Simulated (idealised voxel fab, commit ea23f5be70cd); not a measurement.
process module | voxel air gaps
cross-section cut | 210 nm wide | cells 5 nm
A cross-section is a grid of square cells, given in bands from the top down. A band is one or more rows of cells.
Each band's line starts with the height of the band's top and of its bottom, in nm. Then come its materials from left to right, each with its width in nm. One material with "throughout" fills the band from edge to edge. "air" is empty space.
Height 0 is the level under which the wafer as received is all one material. The lowest band goes on downwards, as in "0 down".
A width such as "30 to 40" changes by the same amount from each row of cells to the next, from the band's top row to its bottom row.
"no change" after a step means that no cell of the cross-section changed.
closed voids: empty space of 8 cells or more with no open way to the top, each as width x height at its distance from the left edge, in nm
after a step's settings: what the simulator itself notes on the step
overlay nm, on a step with a mask: how far to the right of its planned place the mask lay; to the left if negative
plan
1 op RECEIVE | material Si
2 op CONFORMAL_DEP | material SiO2 | thk nm 15
3 op CONFORMAL_DEP | material SiCN | thk nm 5
4 op DIRECTIONAL_DEP | material lowk | thk nm 40
5 op PATTERN | tone open | mask id LINES | material resist | width nm 20 | pitch nm 45 | thk nm 20 | overlay nm 0
6 op DIRECTIONAL_ETCH | etch materials lowk | depth nm 40
7 op STRIP | etch materials resist
8 op CONFORMAL_DEP | material TiN | thk nm 5
9 op FILL_DEP | material W | thk nm 10
10 op CMP | height nm 60
11 op EPI | material Ru | thk nm 10
12 op SELECTIVE_ETCH | etch materials lowk | depth nm 50
13 op CONFORMAL_DEP | material SiCN | thk nm 5
varied across the wafers: thk nm of step 3. The plan shows the first wafer's value. All wafers start alike
first wafer as received, after step 1
  0 down: Si throughout
  closed voids: none
first wafer at the end, after step 13
  75 to 70: air 35 | SiCN 140 | air 35
  70 to 60: air 35 | SiCN 5 | Ru 40 | SiCN 5 | Ru 40 | SiCN 5 | Ru 40 | SiCN 5 | air 35
  60 to 55: air 35 | SiCN 15 | TiN 5 | W 10 | TiN 5 | SiCN 25 | TiN 5 | W 10 | TiN 5 | SiCN 25 | TiN 5 | W 10 | TiN 5 | SiCN 15 | air 35
  55 to 25: air 45 | SiCN 5 | TiN 5 | W 10 | TiN 5 | SiCN 5 | air 15 | SiCN 5 | TiN 5 | W 10 | TiN 5 | SiCN 5 | air 15 | SiCN 5 | TiN 5 | W 10 | TiN 5 | SiCN 5 | air 45
  25 to 20: SiCN 50 | TiN 20 | SiCN 25 | TiN 20 | SiCN 25 | TiN 20 | SiCN 50
  20 to 15: SiCN throughout
  15 to 0: SiO2 throughout
  0 down: Si throughout
  closed voids: 15 x 30 at 75; 15 x 30 at 120
last wafer at the end
  75 to 70: air 35 | SiCN 140 | air 35
  70 to 60: air 35 | SiCN 5 | Ru 40 | SiCN 5 | Ru 40 | SiCN 5 | Ru 40 | SiCN 5 | air 35
  60 to 55: air 35 | SiCN 15 | TiN 5 | W 10 | TiN 5 | SiCN 25 | TiN 5 | W 10 | TiN 5 | SiCN 25 | TiN 5 | W 10 | TiN 5 | SiCN 15 | air 35
  55 to 40: air 45 | SiCN 5 | TiN 5 | W 10 | TiN 5 | SiCN 5 | air 15 | SiCN 5 | TiN 5 | W 10 | TiN 5 | SiCN 5 | air 15 | SiCN 5 | TiN 5 | W 10 | TiN 5 | SiCN 5 | air 45
  40 to 35: SiCN 50 | TiN 20 | SiCN 25 | TiN 20 | SiCN 25 | TiN 20 | SiCN 50
  35 to 15: SiCN throughout
  15 to 0: SiO2 throughout
  0 down: Si throughout
  closed voids: 15 x 15 at 75; 15 x 15 at 120
each wafer at the end: cells of each material gained (+) or lost (-) since it was received, then its closed voids
thk nm 5 | +48 Ru | +160 SiCN | +126 SiO2 | +54 TiN | +42 W | closed voids: 15 x 30 at 75; 15 x 30 at 120
thk nm 10 | +48 Ru | +196 SiCN | +126 SiO2 | +48 TiN | +36 W | closed voids: 15 x 25 at 75; 15 x 25 at 120
thk nm 15 | +48 Ru | +232 SiCN | +126 SiO2 | +42 TiN | +30 W | closed voids: 15 x 20 at 75; 15 x 20 at 120
thk nm 20 | +48 Ru | +268 SiCN | +126 SiO2 | +36 TiN | +24 W | closed voids: 15 x 15 at 75; 15 x 15 at 120
